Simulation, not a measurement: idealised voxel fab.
process module | voxel fin reveal
cross-section cut | 220 nm wide | cells 5 nm
A cross-section is a grid of square cells, given in bands from the top down. A band is one or more rows of cells.
Each band's line starts with the height of the band's top and of its bottom, in nm. Then come its materials from left to right, each with its width in nm. One material with "throughout" fills the band from edge to edge. "air" is empty space.
Height 0 is the level under which the wafer as received is all one material. The lowest band goes on downwards, as in "0 down".
A width such as "30 to 40" changes by the same amount from each row of cells to the next, from the band's top row to its bottom row.
"no change" after a step means that no cell of the cross-section changed.
closed voids: empty space of 8 cells or more with no open way to the top, each as width x height at its distance from the left edge, in nm
after a step's settings: what the simulator itself notes on the step
overlay nm, on a step with a mask: how far to the right of its planned place the mask lay; to the left if negative
plan
1 op RECEIVE | material Si
2 op CONFORMAL_DEP | material SiN | thk nm 10
3 op MASKED_ETCH | tone cover | mask id FINS | width nm 15 | pitch nm 40 | etch materials SiN | depth nm 10 | overlay nm 0
4 op MASKED_ETCH | tone cover | mask id FINS | width nm 15 | pitch nm 40 | etch materials Si | depth nm 40 | overlay nm 0
5 op OXIDIZE | depth nm 5
6 op FILL_DEP | material SiO2 | thk nm 5
7 op CMP | height nm 10
8 op SELECTIVE_ETCH | etch materials SiO2 | depth nm 40
9 op STRIP | etch materials SiN
as received, after step 1
  0 down: Si throughout
  closed voids: none
a wafer at the end: this start, this plan, one mistake
  10 to 0: air 40 | SiN 15 | air 25 | SiN 15 | air 25 | SiN 15 | air 25 | SiN 15 | air 45
  0 to -45: air 45 | Si 5 | air 35 | Si 5 | air 35 | Si 5 | air 35 | Si 5 | air 50
  -45 down: Si throughout
  closed voids: none
what went wrong: step 9 ran as: op STRIP | etch materials SiO2
